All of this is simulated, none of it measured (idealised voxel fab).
process module | voxel self aligned vias
cross-section cut | 220 nm wide | cells 5 nm
A cross-section is a grid of square cells, given in bands from the top down. A band is one or more rows of cells.
Each band's line starts with the height of the band's top and of its bottom, in nm. Then come its materials from left to right, each with its width in nm. One material with "throughout" fills the band from edge to edge. "air" is empty space.
Height 0 is the level under which the wafer as received is all one material. The lowest band goes on downwards, as in "0 down".
A width such as "30 to 40" changes by the same amount from each row of cells to the next, from the band's top row to its bottom row.
"no change" after a step means that no cell of the cross-section changed.
closed voids: empty space of 8 cells or more with no open way to the top, each as width x height at its distance from the left edge, in nm
after a step's settings: what the simulator itself notes on the step
overlay nm, on a step with a mask: how far to the right of its planned place the mask lay; to the left if negative
plan
1 op RECEIVE | material Si
2 op CONFORMAL_DEP | material SiO2 | thk nm 10
3 op CONFORMAL_DEP | material SiCN | thk nm 5
4 op DIRECTIONAL_DEP | material lowk | thk nm 25
5 op MASKED_ETCH | tone open | mask id LINES | width nm 20 | pitch nm 60 | etch materials lowk | depth nm 25 | overlay nm 0
6 op CONFORMAL_DEP | material TiN | thk nm 5
7 op FILL_DEP | material W | thk nm 5
8 op CMP | height nm 40
9 op SELECTIVE_ETCH | etch materials W Ru TiN | depth nm 5
10 op FILL_DEP | material SiN | thk nm 10
11 op CMP | height nm 40
12 op DIRECTIONAL_DEP | material lowk | thk nm 20
13 op MASKED_ETCH | tone open | mask id VIAS | width nm 40 | pitch nm 60 | etch materials lowk | depth nm 20 | overlay nm 0
14 op MASKED_ETCH | tone open | mask id VIAS | width nm 40 | pitch nm 60 | etch materials SiN | depth nm 5 | overlay nm 0
15 op CONFORMAL_DEP | material TiN | thk nm 5
16 op FILL_DEP | material W | thk nm 5
17 op CMP | height nm 60
18 op CONFORMAL_DEP | material SiN | thk nm 5
first wafer, as planned
as received, after step 1
  0 down: Si throughout
  closed voids: none
after step 2
  10 to 0: SiO2 throughout
  below 0: unchanged
after step 3
  15 to 10: SiCN throughout
  below 10: unchanged
after step 4
  40 to 15: lowk throughout
  below 15: unchanged
after step 5
  40 to 15: lowk 70 | air 20 | lowk 40 | air 20 | lowk 70
  below 15: unchanged
after step 6
  45 to 40: TiN 75 | air 10 | TiN 50 | air 10 | TiN 75
  40 to 20: lowk 70 | TiN 5 | air 10 | TiN 5 | lowk 40 | TiN 5 | air 10 | TiN 5 | lowk 70
  20 to 15: lowk 70 | TiN 20 | lowk 40 | TiN 20 | lowk 70
  below 15: unchanged
after step 7
  50 to 45: W throughout
  45 to 40: TiN 75 | W 10 | TiN 50 | W 10 | TiN 75
  40 to 20: lowk 70 | TiN 5 | W 10 | TiN 5 | lowk 40 | TiN 5 | W 10 | TiN 5 | lowk 70
  below 20: unchanged
after step 8
  40 to 20: lowk 70 | TiN 5 | W 10 | TiN 5 | lowk 40 | TiN 5 | W 10 | TiN 5 | lowk 70
  below 20: unchanged
after step 9
  40 to 35: lowk 70 | air 20 | lowk 40 | air 20 | lowk 70
  below 35: unchanged
after step 10
  50 to 40: SiN throughout
  40 to 35: lowk 70 | SiN 20 | lowk 40 | SiN 20 | lowk 70
  below 35: unchanged
after step 11
  40 to 35: lowk 70 | SiN 20 | lowk 40 | SiN 20 | lowk 70
  below 35: unchanged
after step 12
  60 to 40: lowk throughout
  below 40: unchanged
after step 13
  60 to 40: lowk 60 | air 40 | lowk 20 | air 40 | lowk 60
  below 40: unchanged
after step 14
  60 to 40: lowk 60 | air 40 | lowk 20 | air 40 | lowk 60
  40 to 35: lowk 70 | air 20 | lowk 40 | air 20 | lowk 70
  below 35: unchanged
after step 15
  65 to 60: TiN 65 | air 30 | TiN 30 | air 30 | TiN 65
  60 to 45: lowk 60 | TiN 5 | air 30 | TiN 5 | lowk 20 | TiN 5 | air 30 | TiN 5 | lowk 60
  45 to 40: lowk 60 | TiN 15 | air 10 | TiN 15 | lowk 20 | TiN 15 | air 10 | TiN 15 | lowk 60
  40 to 35: lowk 70 | TiN 20 | lowk 40 | TiN 20 | lowk 70
  below 35: unchanged
after step 16
  70 to 65: W throughout
  65 to 60: TiN 65 | W 30 | TiN 30 | W 30 | TiN 65
  60 to 45: lowk 60 | TiN 5 | W 30 | TiN 5 | lowk 20 | TiN 5 | W 30 | TiN 5 | lowk 60
  45 to 40: lowk 60 | TiN 15 | W 10 | TiN 15 | lowk 20 | TiN 15 | W 10 | TiN 15 | lowk 60
  below 40: unchanged
after step 17
  60 to 45: lowk 60 | TiN 5 | W 30 | TiN 5 | lowk 20 | TiN 5 | W 30 | TiN 5 | lowk 60
  below 45: unchanged
after step 18
  65 to 60: SiN throughout
  below 60: unchanged
second wafer: like start, like plan, one mistake. Through step 12 it matches the first wafer
when step 13 should have ended
  60 to 40: lowk 60 | air 40 | lowk 20 | air 40 | lowk 60
  40 to 35: lowk 60 | air 10 | SiN 20 | air 10 | lowk 20 | air 10 | SiN 20 | air 10 | lowk 60
  35 to 20: lowk 60 | air 10 | TiN 5 | W 10 | TiN 5 | air 10 | lowk 20 | air 10 | TiN 5 | W 10 | TiN 5 | air 10 | lowk 60
  below 20: unchanged
when step 14 should have ended
  60 to 35: lowk 60 | air 40 | lowk 20 | air 40 | lowk 60
  below 35: unchanged
when step 15 should have ended
  65 to 60: TiN 65 | air 30 | TiN 30 | air 30 | TiN 65
  60 to 40: lowk 60 | TiN 5 | air 30 | TiN 5 | lowk 20 | TiN 5 | air 30 | TiN 5 | lowk 60
  40 to 35: lowk 60 | TiN 40 | lowk 20 | TiN 40 | lowk 60
  35 to 20: lowk 60 | TiN 15 | W 10 | TiN 15 | lowk 20 | TiN 15 | W 10 | TiN 15 | lowk 60
  below 20: unchanged
when step 16 should have ended
  70 to 65: W throughout
  65 to 60: TiN 65 | W 30 | TiN 30 | W 30 | TiN 65
  60 to 40: lowk 60 | TiN 5 | W 30 | TiN 5 | lowk 20 | TiN 5 | W 30 | TiN 5 | lowk 60
  below 40: unchanged
when step 17 should have ended
  60 to 40: lowk 60 | TiN 5 | W 30 | TiN 5 | lowk 20 | TiN 5 | W 30 | TiN 5 | lowk 60
  below 40: unchanged
when step 18 should have ended
  65 to 60: SiN throughout
  below 60: unchanged
what went wrong: step 13 was run twice
at the end the second wafer has, in cells: 24 more of TiN | 8 more of W | 32 fewer of lowk
